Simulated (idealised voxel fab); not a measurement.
The following is a process module called voxel double patterning.
Each square cell in cross-section cut measures 5 nm, and the section as a whole is 195 nm wide.
In this document a cross-section is written as a grid of square cells. It is given as a series of bands, listed from the top down, and a band is one or more rows of cells.
For a band, the entry starts with two heights in nm, that of the top and then that of the bottom, and carries on with the band's materials in order from left to right, each alongside its width in nm; the word "throughout" beside a single material means it fills the band edge to edge, and "air" means empty space.
Height datum 0, below which the as-received substrate wafer is one material. Lowest band open at the bottom, running downward: "z 0 and below".
The two numbers in a width such as "30->40" mark its ends across the band: the first belongs to the top row of cells, the second to the bottom row, and from each row to the next the width moves by the same amount.
Basically "nothing was modified" means that step didn't change any cell in the cross-section.
Empty spaces counting at least 8 cells and having no open way to the top are listed in "Voids lacking openings". The notation width x height at distance is used for each, the distance being from the left edge and all three values in nm.
If you see something after the settings on a step's line, that's the simulator's own remark about that step.
"overlay nm" answers the question of how far to the right of plan the mask lay on a step that has a mask, and when it is negative the answer is to the left.

Process steps foreseen in the plan:
| 1 | RECEIVE (material Si) |
| 2 | CONFORMAL_DEP (material SiO2; thk nm 5) |
| 3 | DIRECTIONAL_DEP (material polySi; thk nm 10) |
| 4 | DIRECTIONAL_DEP (material SiCN; thk nm 10) |
| 5 | MASKED_ETCH (tone open; mask id FIRST; width nm 15; pitch nm 50; etch materials SiCN; depth nm 10; overlay nm 0) |
| 6 | PATTERN (tone open; mask id SECOND; material resist; width nm 15; thk nm 15; overlay nm 0) |
| 7 | DIRECTIONAL_ETCH (etch materials SiCN; depth nm 10) |
| 8 | STRIP (etch materials resist) |
| 9 | DIRECTIONAL_ETCH (etch materials polySi; depth nm 10) |
| 10 | STRIP (etch materials SiCN) |

This is the cross-section of the wafer as we received it, i.e. after step 1:
z 0 and below | Si throughout
Voids lacking openings: none

Post-module cross-section: identical start and plan to those above, one misstep in execution:
z 15 to 5 | air=65; polySi=15; air=35; polySi=15; air=65
z 5 to 0 | SiO2 throughout
z 0 and below | Si throughout
Voids lacking openings: none
what went wrong: off-plan run, step 5, actual operation and settings MASKED_ETCH (tone cover; mask id FIRST; width nm 15; pitch nm 50; etch materials SiCN; depth nm 10; overlay nm 0)
